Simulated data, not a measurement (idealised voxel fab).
The following is a process module called voxel capacitor over wiring.
The figure presents cross-section cut, which has a width of 235 nm and is divided into square cells with an edge length of 5 nm.
A cross-section is a grid of square cells, given in bands from the top down. A band is one or more rows of cells.
Quick guide to a band line: top height, bottom height (nm) up front; then every material left to right with its width in nm. Only one material and it's marked "throughout"? Then it fills the band edge to edge. And "blank" just means empty space.
It should be noted that heights are counted from 0, beneath which the wafer as supplied is of one material throughout, and that the lowest band possesses no lower boundary but continues downward, as written in "0 down".
So if you see something like "30 to 40" for the width, read it as the top row of the band sitting at the first number and the bottom row at the second, with every row in between moving by the same amount as the last.
Where the words "no modifications" appear for a step, the cross-section shows no cell changed by that step; every cell remained as before.
"Closed void list" enumerates empty spaces isolated from the top, with no open way to it, that contain at least 8 cells, giving each as width x height at distance from the left edge, all three in nm.
On a step's line, text after the settings is the simulator commenting on that step.
The optional step-line setting "overlay nm" applies to steps with a mask and quantifies how far to the right of its planned location the mask lay, a negative value indicating leftward placement.
The steps planned for the process are as follows
1,RECEIVE with material Si
2,CONFORMAL_DEP with material SiO2, thk nm 10
3,DIRECTIONAL_DEP with material TiN, thk nm 5
4,DIRECTIONAL_DEP with material Ru, thk nm 20
5,MASKED_ETCH with tone cover, mask id METAL_1, width nm 25, pitch nm 75, etch materials Ru, depth nm 20, overlay nm 0
6,MASKED_ETCH with tone cover, mask id METAL_1, width nm 25, pitch nm 75, etch materials TiN, depth nm 5, overlay nm 0
7,FILL_DEP with material lowk, thk nm 5
8,CMP with height nm 35
9,CONFORMAL_DEP with material SiCN, thk nm 5
10,DIRECTIONAL_DEP with material SiO2, thk nm 10
11,PATTERN with tone open, mask id PLUG_1, material resist, width nm 15, thk nm 20, overlay nm 0
12,DIRECTIONAL_ETCH with etch materials SiO2, depth nm 10
13,DIRECTIONAL_ETCH with etch materials SiCN, depth nm 5
14,STRIP with etch materials resist
15,CONFORMAL_DEP with material TiN, thk nm 5
16,FILL_DEP with material Ru, thk nm 5
17,CMP with height nm 50
18,DIRECTIONAL_DEP with material TiN, thk nm 10
19,DIRECTIONAL_DEP with material SiN, thk nm 5
20,DIRECTIONAL_DEP with material TiN, thk nm 10
21,MASKED_ETCH with tone cover, mask id UPPER_PLATE, width nm 55, etch materials TiN, depth nm 10, overlay nm 0
22,MASKED_ETCH with tone cover, mask id UPPER_PLATE, width nm 55, etch materials SiN, depth nm 5, overlay nm 0
23,PATTERN with tone cover, mask id LOWER_PLATE, material resist, width nm 65, thk nm 20, overlay nm 0
24,DIRECTIONAL_ETCH with etch materials TiN, depth nm 10
25,STRIP with etch materials resist
26,FILL_DEP with material SiO2, thk nm 15
27,CMP with height nm 85
28,PATTERN with tone open, mask id PLUG_2, material resist, width nm 15, thk nm 15, overlay nm 0
29,DIRECTIONAL_ETCH with etch materials SiO2, depth nm 10
30,STRIP with etch materials resist
31,CONFORMAL_DEP with material TiN, thk nm 5
32,FILL_DEP with material Ru, thk nm 5
33,CMP with height nm 85
34,CONFORMAL_DEP with material SiN, thk nm 5
Cross-section of the wafer as it came to us, i.e., already through step 1
    0 down  Si throughout
    Closed void list: none
Cross-section taken at module completion on the first of two wafers; processed per the plan
    90 to 85  SiN throughout
    85 to 80  SiO2 (85), TiN (5), Ru (5), TiN (5), SiO2 (135)
    80 to 75  SiO2 (85), TiN (15), SiO2 (135)
    75 to 65  SiO2 (75), TiN (55), SiO2 (105)
    65 to 60  SiO2 (75), SiN (55), SiO2 (105)
    60 to 50  SiO2 (70), TiN (65), SiO2 (100)
    50 to 40  SiO2 (75), TiN (5), Ru (5), TiN (5), SiO2 (145)
    40 to 35  SiCN (75), TiN (15), SiCN (145)
    35 to 15  lowk (65), Ru (25), lowk (50), Ru (25), lowk (70)
    15 to 10  lowk (65), TiN (25), lowk (50), TiN (25), lowk (70)
    10 to 0  SiO2 throughout
    0 down  Si throughout
    Closed void list: none
Cross-section at end of module for the second wafer of two, which matched the first in starting point and plan and differed by one mistake in its processing
    90 to 85  SiN throughout
    85 to 80  SiO2 (85), TiN (5), Ru (5), TiN (5), SiO2 (135)
    80 to 75  SiO2 (85), TiN (15), SiO2 (135)
    75 to 65  SiO2 (75), TiN (55), SiO2 (105)
    65 to 60  SiO2 (75), SiN (55), SiO2 (105)
    60 to 50  SiO2 (75), TiN (60), SiO2 (100)
    50 to 40  SiO2 (75), TiN (5), Ru (5), TiN (5), SiO2 (145)
    40 to 35  SiCN (75), TiN (15), SiCN (145)
    35 to 15  lowk (65), Ru (25), lowk (50), Ru (25), lowk (70)
    15 to 10  lowk (65), TiN (25), lowk (50), TiN (25), lowk (70)
    10 to 0  SiO2 throughout
    0 down  Si throughout
    Closed void list: none
The plan and the run diverged here: so step 23 ended up running with a different setting than we planned, it ran as PATTERN with tone cover, mask id LOWER_PLATE, material resist, width nm 60, thk nm 20, overlay nm 0
Final comparison by cell count, materials where the second wafer has more or fewer than the first: +2 SiO2 | -2 TiN
